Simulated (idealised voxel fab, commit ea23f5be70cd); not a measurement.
Title: Process Module voxel ribs on slabs
Square cell edge 5 nm, section width 140 nm, ID cut.
Cross-section, as written here: a square-cell grid given band by band from the top down, where a band holds one or more rows of cells. It is stipulated that each band's entry specify, in nanometres, the height of the top of the band and then that of its bottom, followed by the materials of the band in left-to-right sequence, each together with its width in nanometres. A single material marked by the word "throughout" is understood to fill the band from edge to edge; the word "blank" is understood to denote empty space. Measure heights from 0. That's the level where, below it, the as-received wafer is all one material. The lowest band is bottomless and extends downward; write it as in "0 and below". So if you see something like "30..40" for the width, read it as the top row of the band sitting at the first number and the bottom row at the second, with every row in between moving by the same amount as the last. Step note "everything unchanged" = no cross-section cell changed. Any empty space of 8 cells or more lacking an open way to the top shows up in "Enclosed void list" as width x height at distance, distance from the left edge, in nm. What comes after the settings on a step's line is commentary from the simulator itself on that step. "overlay nm", when on a step's line for a step with a mask, measures how far to the right of its planned place the mask lay; a negative measure means to the left.
## plan
1) RECEIVE: material Si
2) DIRECTIONAL_DEP: material SiO2, thk nm 25
3) DIRECTIONAL_DEP: material polySi, thk nm 25
4) MASKED_ETCH: tone cover, mask id RIB, width nm 25, etch materials polySi, depth nm 20, overlay nm 0
5) MASKED_ETCH: tone cover, mask id SLAB, width nm 85, etch materials polySi, depth nm 5, overlay nm 0
6) FILL_DEP: material SiO2, thk nm 15
7) CMP: height nm 60
8) DIRECTIONAL_DEP: material TiN, thk nm 10
9) MASKED_ETCH: tone cover, mask id HEATER, width nm 35, etch materials TiN, depth nm 10, overlay nm 0
10) CONFORMAL_DEP: material SiO2, thk nm 5
## First out of two wafers; run went to plan
## As-received state of the wafer in cross-section, equivalent to post-step 1
- 0 and below: Si throughout
- Enclosed void list: none
## Take a look at the wafer's cross-section after step 2
- 25 down to 0: SiO2 throughout
- Under 0: no change, same as before.
## Take a look at the wafer's cross-section after step 3
- 50 down to 25: polySi throughout
- Under 25: no change, same as before.
## Take a look at the wafer's cross-section after step 4
- 50 down to 30: 55 nm blank, 25 nm polySi, 60 nm blank
- Under 30: no change, same as before.
## Take a look at the wafer's cross-section after step 5
- 50 down to 30: 55 nm blank, 25 nm polySi, 60 nm blank
- 30 down to 25: 25 nm blank, 85 nm polySi, 30 nm blank
- Under 25: no change, same as before.
## Take a look at the wafer's cross-section after step 6
- 65 down to 50: SiO2 throughout
- 50 down to 30: 55 nm SiO2, 25 nm polySi, 60 nm SiO2
- 30 down to 25: 25 nm SiO2, 85 nm polySi, 30 nm SiO2
- Under 25: no change, same as before.
## Take a look at the wafer's cross-section after step 7
- 60 down to 50: SiO2 throughout
- Under 50: no change, same as before.
## Take a look at the wafer's cross-section after step 8
- 70 down to 60: TiN throughout
- Under 60: no change, same as before.
## Take a look at the wafer's cross-section after step 9
- 70 down to 60: 50 nm blank, 35 nm TiN, 55 nm blank
- Under 60: no change, same as before.
## Take a look at the wafer's cross-section after step 10
- 75 down to 70: 45 nm blank, 45 nm SiO2, 50 nm blank
- 70 down to 65: 45 nm blank, 5 nm SiO2, 35 nm TiN, 5 nm SiO2, 50 nm blank
- 65 down to 60: 50 nm SiO2, 35 nm TiN, 55 nm SiO2
- Under 60: no change, same as before.
## Regarding the second of the two wafers: it shared the first wafer's starting condition and process plan, yet one error occurred during its execution. Its history coincides with that of the first wafer up to and including step 1
## Second wafer, cut view, end of step 2 per plan
- 25 down to 0: TiN throughout
- Under 0: no change, same as before.
## Second wafer, cut view, end of step 3 per plan
- 50 down to 25: polySi throughout
- Under 25: no change, same as before.
## Second wafer, cut view, end of step 4 per plan
- 50 down to 30: 55 nm blank, 25 nm polySi, 60 nm blank
- Under 30: no change, same as before.
## Second wafer, cut view, end of step 5 per plan
- 50 down to 30: 55 nm blank, 25 nm polySi, 60 nm blank
- 30 down to 25: 25 nm blank, 85 nm polySi, 30 nm blank
- Under 25: no change, same as before.
## Second wafer, cut view, end of step 6 per plan
- 65 down to 50: SiO2 throughout
- 50 down to 30: 55 nm SiO2, 25 nm polySi, 60 nm SiO2
- 30 down to 25: 25 nm SiO2, 85 nm polySi, 30 nm SiO2
- Under 25: no change, same as before.
## Second wafer, cut view, end of step 7 per plan
- 60 down to 50: SiO2 throughout
- Under 50: no change, same as before.
## Second wafer, cut view, end of step 8 per plan
- 70 down to 60: TiN throughout
- Under 60: no change, same as before.
## Second wafer, cut view, end of step 9 per plan
- 70 down to 60: 50 nm blank, 35 nm TiN, 55 nm blank
- Under 60: no change, same as before.
## Second wafer, cut view, end of step 10 per plan
- 75 down to 70: 45 nm blank, 45 nm SiO2, 50 nm blank
- 70 down to 65: 45 nm blank, 5 nm SiO2, 35 nm TiN, 5 nm SiO2, 50 nm blank
- 65 down to 60: 50 nm SiO2, 35 nm TiN, 55 nm SiO2
- Under 60: no change, same as before.
What was done differently from what was planned? it should be noted that step 2 was executed with settings other than those planned, the operation and settings actually applied being DIRECTIONAL_DEP: material TiN, thk nm 25
Count the cells at the end and the second wafer has more or fewer of some materials than the first: SiO2: 140 fewer | TiN: 140 more
